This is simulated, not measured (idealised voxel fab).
process module | voxel spacer lines
cross-section cut | 175 nm wide | cells 5 nm
A cross-section is a grid of square cells, given in bands from the top down. A band is one or more rows of cells.
Each band's line starts with the height of the band's top and of its bottom, in nm. Then come its materials from left to right, each with its width in nm. One material with "throughout" fills the band from edge to edge. "air" is empty space.
Height 0 is the level under which the wafer as received is all one material. The lowest band goes on downwards, as in "0 down".
A width such as "30 to 40" changes by the same amount from each row of cells to the next, from the band's top row to its bottom row.
"no change" after a step means that no cell of the cross-section changed.
closed voids: empty space of 8 cells or more with no open way to the top, each as width x height at its distance from the left edge, in nm
after a step's settings: what the simulator itself notes on the step
overlay nm, on a step with a mask: how far to the right of its planned place the mask lay; to the left if negative
plan
1 op RECEIVE | material Si
2 op CONFORMAL_DEP | material Al2O3 | thk nm 10
3 op DIRECTIONAL_DEP | material W | thk nm 15
4 op DIRECTIONAL_DEP | material polySi | thk nm 25
5 op PATTERN | tone cover | mask id MANDREL | material resist | width nm 20 | pitch nm 60 | thk nm 30 | overlay nm 0
6 op DIRECTIONAL_ETCH | etch materials polySi | depth nm 25
7 op STRIP | etch materials resist
8 op CONFORMAL_DEP | material SiN | thk nm 10
9 op DIRECTIONAL_ETCH | etch materials SiN | depth nm 10
10 op STRIP | etch materials polySi
11 op DIRECTIONAL_ETCH | etch materials W | depth nm 15
12 op STRIP | etch materials SiN
13 op FILL_DEP | material SiO2 | thk nm 10
14 op CMP | height nm 25
first wafer, as planned
as received, after step 1
  0 down: Si throughout
  closed voids: none
after step 2
  10 to 0: Al2O3 throughout
  below 0: unchanged
after step 3
  25 to 10: W throughout
  below 10: unchanged
after step 4
  50 to 25: polySi throughout
  below 25: unchanged
after step 5
  80 to 50: air 15 | resist 20 | air 40 | resist 20 | air 40 | resist 20 | air 20
  below 50: unchanged
after step 6
  80 to 50: air 15 | resist 20 | air 40 | resist 20 | air 40 | resist 20 | air 20
  50 to 25: air 15 | polySi 20 | air 40 | polySi 20 | air 40 | polySi 20 | air 20
  below 25: unchanged
after step 7
  50 to 25: air 15 | polySi 20 | air 40 | polySi 20 | air 40 | polySi 20 | air 20
  below 25: unchanged
after step 8
  60 to 50: air 5 | SiN 40 | air 20 | SiN 40 | air 20 | SiN 40 | air 10
  50 to 35: air 5 | SiN 10 | polySi 20 | SiN 10 | air 20 | SiN 10 | polySi 20 | SiN 10 | air 20 | SiN 10 | polySi 20 | SiN 10 | air 10
  35 to 25: SiN 15 | polySi 20 | SiN 40 | polySi 20 | SiN 40 | polySi 20 | SiN 20
  below 25: unchanged
after step 9
  50 to 25: air 5 | SiN 10 | polySi 20 | SiN 10 | air 20 | SiN 10 | polySi 20 | SiN 10 | air 20 | SiN 10 | polySi 20 | SiN 10 | air 10
  below 25: unchanged
after step 10
  50 to 25: air 5 | SiN 10 | air 20 | SiN 10 | air 20 | SiN 10 | air 20 | SiN 10 | air 20 | SiN 10 | air 20 | SiN 10 | air 10
  below 25: unchanged
after step 11
  50 to 25: air 5 | SiN 10 | air 20 | SiN 10 | air 20 | SiN 10 | air 20 | SiN 10 | air 20 | SiN 10 | air 20 | SiN 10 | air 10
  25 to 10: air 5 | W 10 | air 20 | W 10 | air 20 | W 10 | air 20 | W 10 | air 20 | W 10 | air 20 | W 10 | air 10
  below 10: unchanged
after step 12
  25 to 10: air 5 | W 10 | air 20 | W 10 | air 20 | W 10 | air 20 | W 10 | air 20 | W 10 | air 20 | W 10 | air 10
  below 10: unchanged
after step 13
  35 to 25: SiO2 throughout
  25 to 10: SiO2 5 | W 10 | SiO2 20 | W 10 | SiO2 20 | W 10 | SiO2 20 | W 10 | SiO2 20 | W 10 | SiO2 20 | W 10 | SiO2 10
  below 10: unchanged
after step 14
  25 to 10: SiO2 5 | W 10 | SiO2 20 | W 10 | SiO2 20 | W 10 | SiO2 20 | W 10 | SiO2 20 | W 10 | SiO2 20 | W 10 | SiO2 10
  below 10: unchanged
second wafer: like start, like plan, one mistake. Through step 12 it matches the first wafer
when step 13 should have ended
  35 to 25: polySi throughout
  25 to 10: polySi 5 | W 10 | polySi 20 | W 10 | polySi 20 | W 10 | polySi 20 | W 10 | polySi 20 | W 10 | polySi 20 | W 10 | polySi 10
  below 10: unchanged
when step 14 should have ended
  25 to 10: polySi 5 | W 10 | polySi 20 | W 10 | polySi 20 | W 10 | polySi 20 | W 10 | polySi 20 | W 10 | polySi 20 | W 10 | polySi 10
  below 10: unchanged
what went wrong: step 13 ran as: op FILL_DEP | material polySi | thk nm 10
at the end the second wafer has, in cells: 69 fewer of SiO2 | 69 more of polySi
